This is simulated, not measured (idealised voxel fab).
You're looking at the process module voxel capacitor over wiring.
For reference, the cross-section in this document is cut, with width 220 nm and square cells of 5 nm.
In this document a cross-section is written as a grid of square cells. It is given as a series of bands, listed from the top down, and a band is one or more rows of cells. The entry gives the band's vertical extent as a top height and a bottom height in nm, then its horizontal make-up as materials from left to right, each with a width in nm. "air" stands for empty space; a single material marked "edge to edge" fills the band edge to edge. Height is counted from the level 0, under which the received wafer is composed throughout of one material. The lowest of the bands is not closed at the bottom but continues downward, in the notation "0 nm and below". Width spec "30 to 40" -> top row of cells at first value, bottom row at second value, equal per-row change in between. Key: "remains unaltered" - step with no changed cell in the cross-section. "Closed void table" lists enclosed empty spaces (at least 8 cells, no open path upward to the top), each as width x height at distance from the left edge, in nm. On each step's line, the part that comes after the settings is the simulator's own comment on the step. Each step line may optionally specify "overlay nm", which for a step with a mask gives the rightward distance between the mask's planned place and where it lay, a negative value indicating the leftward direction.
Set out below are the planned steps of the process
step 1: RECEIVE with material Si
step 2: CONFORMAL_DEP with material SiO2, thk nm 10
step 3: DIRECTIONAL_DEP with material TiN, thk nm 5
step 4: DIRECTIONAL_DEP with material Ru, thk nm 15
step 5: DIRECTIONAL_DEP with material aC, thk nm 15
step 6: PATTERN with tone cover, mask id METAL_1, material resist, width nm 30, pitch nm 90, thk nm 35, overlay nm 0
step 7: DIRECTIONAL_ETCH with etch materials aC, depth nm 15
step 8: STRIP with etch materials resist
step 9: DIRECTIONAL_ETCH with etch materials Ru, depth nm 15
step 10: DIRECTIONAL_ETCH with etch materials TiN, depth nm 5
step 11: STRIP with etch materials aC
step 12: CONFORMAL_DEP with material SiN, thk nm 5
step 13: FILL_DEP with material lowk, thk nm 5
step 14: CMP with height nm 30
step 15: CONFORMAL_DEP with material SiCN, thk nm 5
step 16: DIRECTIONAL_DEP with material SiO2, thk nm 10
step 17: PATTERN with tone open, mask id PLUG_1, material resist, width nm 15, thk nm 15, overlay nm 0
step 18: DIRECTIONAL_ETCH with etch materials SiO2, depth nm 10
step 19: DIRECTIONAL_ETCH with etch materials SiCN, depth nm 5
step 20: STRIP with etch materials resist
step 21: CONFORMAL_DEP with material TiN, thk nm 5
step 22: FILL_DEP with material Cu, thk nm 5
step 23: CMP with height nm 45
step 24: DIRECTIONAL_DEP with material TiN, thk nm 10
step 25: DIRECTIONAL_DEP with material SiN, thk nm 5
step 26: DIRECTIONAL_DEP with material TiN, thk nm 5
step 27: MASKED_ETCH with tone cover, mask id UPPER_PLATE, width nm 65, etch materials TiN, depth nm 5, overlay nm 0
step 28: MASKED_ETCH with tone cover, mask id UPPER_PLATE, width nm 65, etch materials SiN, depth nm 5, overlay nm 0
step 29: DIRECTIONAL_DEP with material aC, thk nm 15
step 30: PATTERN with tone cover, mask id LOWER_PLATE, material resist, width nm 75, thk nm 35, overlay nm 0
step 31: DIRECTIONAL_ETCH with etch materials aC, depth nm 15
step 32: STRIP with etch materials resist
step 33: DIRECTIONAL_ETCH with etch materials TiN, depth nm 10
step 34: STRIP with etch materials aC
step 35: FILL_DEP with material SiO2, thk nm 15
step 36: CMP with height nm 75
step 37: MASKED_ETCH with tone open, mask id PLUG_2, width nm 15, etch materials SiO2, depth nm 10, overlay nm 0
step 38: CONFORMAL_DEP with material TiN, thk nm 5
step 39: FILL_DEP with material Ru, thk nm 5
step 40: CMP with height nm 75
step 41: CONFORMAL_DEP with material SiCN, thk nm 5
First of two wafers - as planned
Cross-sectional view of the wafer in its as-received condition, corresponding to the state after step 1
  0 nm and below | Si edge to edge
  Closed void table: none
Presented here is a cross-section of the wafer after step 2 has been performed
  10 nm to 0 nm | SiO2 edge to edge
  below 0: unchanged
Presented here is a cross-section of the wafer after step 3 has been performed
  15 nm to 10 nm | TiN edge to edge
  below 10: unchanged
Presented here is a cross-section of the wafer after step 4 has been performed
  30 nm to 15 nm | Ru edge to edge
  below 15: unchanged
Presented here is a cross-section of the wafer after step 5 has been performed
  45 nm to 30 nm | aC edge to edge
  below 30: unchanged
Presented here is a cross-section of the wafer after step 6 has been performed
  80 nm to 45 nm | 50 air, then 30 resist, then 60 air, then 30 resist, then 50 air
  below 45: unchanged
Presented here is a cross-section of the wafer after step 7 has been performed
  65 nm to 45 nm | 50 air, then 30 resist, then 60 air, then 30 resist, then 50 air
  45 nm to 30 nm | 50 air, then 30 aC, then 60 air, then 30 aC, then 50 air
  below 30: unchanged
Presented here is a cross-section of the wafer after step 8 has been performed
  45 nm to 30 nm | 50 air, then 30 aC, then 60 air, then 30 aC, then 50 air
  below 30: unchanged
Presented here is a cross-section of the wafer after step 9 has been performed
  45 nm to 30 nm | 50 air, then 30 aC, then 60 air, then 30 aC, then 50 air
  30 nm to 15 nm | 50 air, then 30 Ru, then 60 air, then 30 Ru, then 50 air
  below 15: unchanged
Presented here is a cross-section of the wafer after step 10 has been performed
  45 nm to 30 nm | 50 air, then 30 aC, then 60 air, then 30 aC, then 50 air
  30 nm to 15 nm | 50 air, then 30 Ru, then 60 air, then 30 Ru, then 50 air
  15 nm to 10 nm | 50 air, then 30 TiN, then 60 air, then 30 TiN, then 50 air
  below 10: unchanged
Presented here is a cross-section of the wafer after step 11 has been performed
  30 nm to 15 nm | 50 air, then 30 Ru, then 60 air, then 30 Ru, then 50 air
  below 15: unchanged
Presented here is a cross-section of the wafer after step 12 has been performed
  35 nm to 30 nm | 45 air, then 40 SiN, then 50 air, then 40 SiN, then 45 air
  30 nm to 15 nm | 45 air, then 5 SiN, then 30 Ru, then 5 SiN, then 50 air, then 5 SiN, then 30 Ru, then 5 SiN, then 45 air
  15 nm to 10 nm | 50 SiN, then 30 TiN, then 60 SiN, then 30 TiN, then 50 SiN
  below 10: unchanged
Presented here is a cross-section of the wafer after step 13 has been performed
  40 nm to 35 nm | lowk edge to edge
  35 nm to 30 nm | 45 lowk, then 40 SiN, then 50 lowk, then 40 SiN, then 45 lowk
  30 nm to 15 nm | 45 lowk, then 5 SiN, then 30 Ru, then 5 SiN, then 50 lowk, then 5 SiN, then 30 Ru, then 5 SiN, then 45 lowk
  below 15: unchanged
Presented here is a cross-section of the wafer after step 14 has been performed
  30 nm to 15 nm | 45 lowk, then 5 SiN, then 30 Ru, then 5 SiN, then 50 lowk, then 5 SiN, then 30 Ru, then 5 SiN, then 45 lowk
  below 15: unchanged
Presented here is a cross-section of the wafer after step 15 has been performed
  35 nm to 30 nm | SiCN edge to edge
  below 30: unchanged
Presented here is a cross-section of the wafer after step 16 has been performed
  45 nm to 35 nm | SiO2 edge to edge
  below 35: unchanged
Presented here is a cross-section of the wafer after step 17 has been performed
  60 nm to 45 nm | 65 resist, then 15 air, then 140 resist
  below 45: unchanged
Presented here is a cross-section of the wafer after step 18 has been performed
  60 nm to 45 nm | 65 resist, then 15 air, then 140 resist
  45 nm to 35 nm | 65 SiO2, then 15 air, then 140 SiO2
  below 35: unchanged
Presented here is a cross-section of the wafer after step 19 has been performed
  60 nm to 45 nm | 65 resist, then 15 air, then 140 resist
  45 nm to 35 nm | 65 SiO2, then 15 air, then 140 SiO2
  35 nm to 30 nm | 65 SiCN, then 15 air, then 140 SiCN
  below 30: unchanged
Presented here is a cross-section of the wafer after step 20 has been performed
  45 nm to 35 nm | 65 SiO2, then 15 air, then 140 SiO2
  below 35: unchanged
Presented here is a cross-section of the wafer after step 21 has been performed
  50 nm to 45 nm | 70 TiN, then 5 air, then 145 TiN
  45 nm to 35 nm | 65 SiO2, then 5 TiN, then 5 air, then 5 TiN, then 140 SiO2
  35 nm to 30 nm | 65 SiCN, then 15 TiN, then 140 SiCN
  below 30: unchanged
Presented here is a cross-section of the wafer after step 22 has been performed
  55 nm to 50 nm | Cu edge to edge
  50 nm to 45 nm | 70 TiN, then 5 Cu, then 145 TiN
  45 nm to 35 nm | 65 SiO2, then 5 TiN, then 5 Cu, then 5 TiN, then 140 SiO2
  below 35: unchanged
Presented here is a cross-section of the wafer after step 23 has been performed
  45 nm to 35 nm | 65 SiO2, then 5 TiN, then 5 Cu, then 5 TiN, then 140 SiO2
  below 35: unchanged
Presented here is a cross-section of the wafer after step 24 has been performed
  55 nm to 45 nm | TiN edge to edge
  below 45: unchanged
Presented here is a cross-section of the wafer after step 25 has been performed
  60 nm to 55 nm | SiN edge to edge
  below 55: unchanged
Presented here is a cross-section of the wafer after step 26 has been performed
  65 nm to 60 nm | TiN edge to edge
  below 60: unchanged
Presented here is a cross-section of the wafer after step 27 has been performed
  65 nm to 60 nm | 65 air, then 65 TiN, then 90 air
  below 60: unchanged
Presented here is a cross-section of the wafer after step 28 has been performed
  65 nm to 60 nm | 65 air, then 65 TiN, then 90 air
  60 nm to 55 nm | 65 air, then 65 SiN, then 90 air
  below 55: unchanged
Presented here is a cross-section of the wafer after step 29 has been performed
  80 nm to 70 nm | 65 air, then 65 aC, then 90 air
  70 nm to 65 nm | aC edge to edge
  65 nm to 60 nm | 65 aC, then 65 TiN, then 90 aC
  60 nm to 55 nm | 65 aC, then 65 SiN, then 90 aC
  below 55: unchanged
Presented here is a cross-section of the wafer after step 30 has been performed
  115 nm to 80 nm | 60 air, then 75 resist, then 85 air
  80 nm to 70 nm | 60 air, then 5 resist, then 65 aC, then 5 resist, then 85 air
  below 70: unchanged
Presented here is a cross-section of the wafer after step 31 has been performed
  100 nm to 80 nm | 60 air, then 75 resist, then 85 air
  80 nm to 70 nm | 60 air, then 5 resist, then 65 aC, then 5 resist, then 85 air
  70 nm to 65 nm | 60 air, then 75 aC, then 85 air
  65 nm to 60 nm | 60 air, then 5 aC, then 65 TiN, then 5 aC, then 85 air
  60 nm to 55 nm | 60 air, then 5 aC, then 65 SiN, then 5 aC, then 85 air
  below 55: unchanged
Presented here is a cross-section of the wafer after step 32 has been performed
  80 nm to 70 nm | 65 air, then 65 aC, then 90 air
  below 70: unchanged
Presented here is a cross-section of the wafer after step 33 has been performed
  80 nm to 70 nm | 65 air, then 65 aC, then 90 air
  70 nm to 65 nm | 60 air, then 75 aC, then 85 air
  65 nm to 60 nm | 60 air, then 5 aC, then 65 TiN, then 5 aC, then 85 air
  60 nm to 55 nm | 60 air, then 5 aC, then 65 SiN, then 5 aC, then 85 air
  55 nm to 45 nm | 60 air, then 75 TiN, then 85 air
  below 45: unchanged
Presented here is a cross-section of the wafer after step 34 has been performed
  65 nm to 60 nm | 65 air, then 65 TiN, then 90 air
  60 nm to 55 nm | 65 air, then 65 SiN, then 90 air
  below 55: unchanged
Presented here is a cross-section of the wafer after step 35 has been performed
  80 nm to 65 nm | SiO2 edge to edge
  65 nm to 60 nm | 65 SiO2, then 65 TiN, then 90 SiO2
  60 nm to 55 nm | 65 SiO2, then 65 SiN, then 90 SiO2
  55 nm to 45 nm | 60 SiO2, then 75 TiN, then 85 SiO2
  below 45: unchanged
Presented here is a cross-section of the wafer after step 36 has been performed
  75 nm to 65 nm | SiO2 edge to edge
  below 65: unchanged
Presented here is a cross-section of the wafer after step 37 has been performed
  75 nm to 65 nm | 75 SiO2, then 15 air, then 130 SiO2
  below 65: unchanged
Presented here is a cross-section of the wafer after step 38 has been performed
  80 nm to 75 nm | 80 TiN, then 5 air, then 135 TiN
  75 nm to 70 nm | 75 SiO2, then 5 TiN, then 5 air, then 5 TiN, then 130 SiO2
  70 nm to 60 nm | 75 to 65 SiO2, then 15 to 65 TiN, then 130 to 90 SiO2
  below 60: unchanged
Presented here is a cross-section of the wafer after step 39 has been performed
  85 nm to 80 nm | Ru edge to edge
  80 nm to 75 nm | 80 TiN, then 5 Ru, then 135 TiN
  75 nm to 70 nm | 75 SiO2, then 5 TiN, then 5 Ru, then 5 TiN, then 130 SiO2
  below 70: unchanged
Presented here is a cross-section of the wafer after step 40 has been performed
  75 nm to 70 nm | 75 SiO2, then 5 TiN, then 5 Ru, then 5 TiN, then 130 SiO2
  below 70: unchanged
Presented here is a cross-section of the wafer after step 41 has been performed
  80 nm to 75 nm | SiCN edge to edge
  below 75: unchanged
Okay, second wafer. Nothing different at the start, nothing different in the plan, just one mistake somewhere in the running. As far as step 26, counting that step, it's the first wafer all over again
Cross-section of the second wafer when, according to plan, step 27 should have finished
  65 nm to 60 nm | 70 air, then 60 TiN, then 90 air
  below 60: unchanged
Cross-section of the second wafer when, according to plan, step 28 should have finished
  65 nm to 60 nm | 70 air, then 60 TiN, then 90 air
  60 nm to 55 nm | 65 air, then 65 SiN, then 90 air
  below 55: unchanged
Cross-section of the second wafer when, according to plan, step 29 should have finished
  80 nm to 70 nm | 70 to 65 air, then 60 to 65 aC, then 90 air
  70 nm to 65 nm | aC edge to edge
  65 nm to 60 nm | 70 aC, then 60 TiN, then 90 aC
  60 nm to 55 nm | 65 aC, then 65 SiN, then 90 aC
  below 55: unchanged
Cross-section of the second wafer when, according to plan, step 30 should have finished
  115 nm to 80 nm | 60 air, then 75 resist, then 85 air
  80 nm to 70 nm | 60 air, then 10 to 5 resist, then 60 to 65 aC, then 5 resist, then 85 air
  below 70: unchanged
Cross-section of the second wafer when, according to plan, step 31 should have finished
  100 nm to 80 nm | 60 air, then 75 resist, then 85 air
  80 nm to 70 nm | 60 air, then 10 to 5 resist, then 60 to 65 aC, then 5 resist, then 85 air
  70 nm to 65 nm | 60 air, then 75 aC, then 85 air
  65 nm to 60 nm | 60 air, then 10 aC, then 60 TiN, then 5 aC, then 85 air
  60 nm to 55 nm | 60 air, then 5 aC, then 65 SiN, then 5 aC, then 85 air
  below 55: unchanged
Cross-section of the second wafer when, according to plan, step 32 should have finished
  80 nm to 70 nm | 70 to 65 air, then 60 to 65 aC, then 90 air
  below 70: unchanged
Cross-section of the second wafer when, according to plan, step 33 should have finished
  80 nm to 70 nm | 70 to 65 air, then 60 to 65 aC, then 90 air
  70 nm to 65 nm | 60 air, then 75 aC, then 85 air
  65 nm to 60 nm | 60 air, then 10 aC, then 60 TiN, then 5 aC, then 85 air
  60 nm to 55 nm | 60 air, then 5 aC, then 65 SiN, then 5 aC, then 85 air
  55 nm to 45 nm | 60 air, then 75 TiN, then 85 air
  below 45: unchanged
Cross-section of the second wafer when, according to plan, step 34 should have finished
  65 nm to 60 nm | 70 air, then 60 TiN, then 90 air
  60 nm to 55 nm | 65 air, then 65 SiN, then 90 air
  below 55: unchanged
Cross-section of the second wafer when, according to plan, step 35 should have finished
  80 nm to 65 nm | SiO2 edge to edge
  65 nm to 60 nm | 70 SiO2, then 60 TiN, then 90 SiO2
  60 nm to 55 nm | 65 SiO2, then 65 SiN, then 90 SiO2
  55 nm to 45 nm | 60 SiO2, then 75 TiN, then 85 SiO2
  below 45: unchanged
Cross-section of the second wafer when, according to plan, step 36 should have finished
  75 nm to 65 nm | SiO2 edge to edge
  below 65: unchanged
Cross-section of the second wafer when, according to plan, step 37 should have finished
  75 nm to 65 nm | 75 SiO2, then 15 air, then 130 SiO2
  below 65: unchanged
Cross-section of the second wafer when, according to plan, step 38 should have finished
  80 nm to 75 nm | 80 TiN, then 5 air, then 135 TiN
  75 nm to 70 nm | 75 SiO2, then 5 TiN, then 5 air, then 5 TiN, then 130 SiO2
  70 nm to 60 nm | 75 to 70 SiO2, then 15 to 60 TiN, then 130 to 90 SiO2
  below 60: unchanged
Cross-section of the second wafer when, according to plan, step 39 should have finished
  85 nm to 80 nm | Ru edge to edge
  80 nm to 75 nm | 80 TiN, then 5 Ru, then 135 TiN
  75 nm to 70 nm | 75 SiO2, then 5 TiN, then 5 Ru, then 5 TiN, then 130 SiO2
  below 70: unchanged
Cross-section of the second wafer when, according to plan, step 40 should have finished
  75 nm to 70 nm | 75 SiO2, then 5 TiN, then 5 Ru, then 5 TiN, then 130 SiO2
  below 70: unchanged
Cross-section of the second wafer when, according to plan, step 41 should have finished
  80 nm to 75 nm | SiCN edge to edge
  below 75: unchanged
Run error: note that step 27 departed from the planned setting and was carried out as MASKED_ETCH with tone cover, mask id UPPER_PLATE, width nm 60, etch materials TiN, depth nm 5, overlay nm 0
Materials where the second wafer ends with more or fewer cells than the first: 1 more of SiO2; 1 fewer of TiN
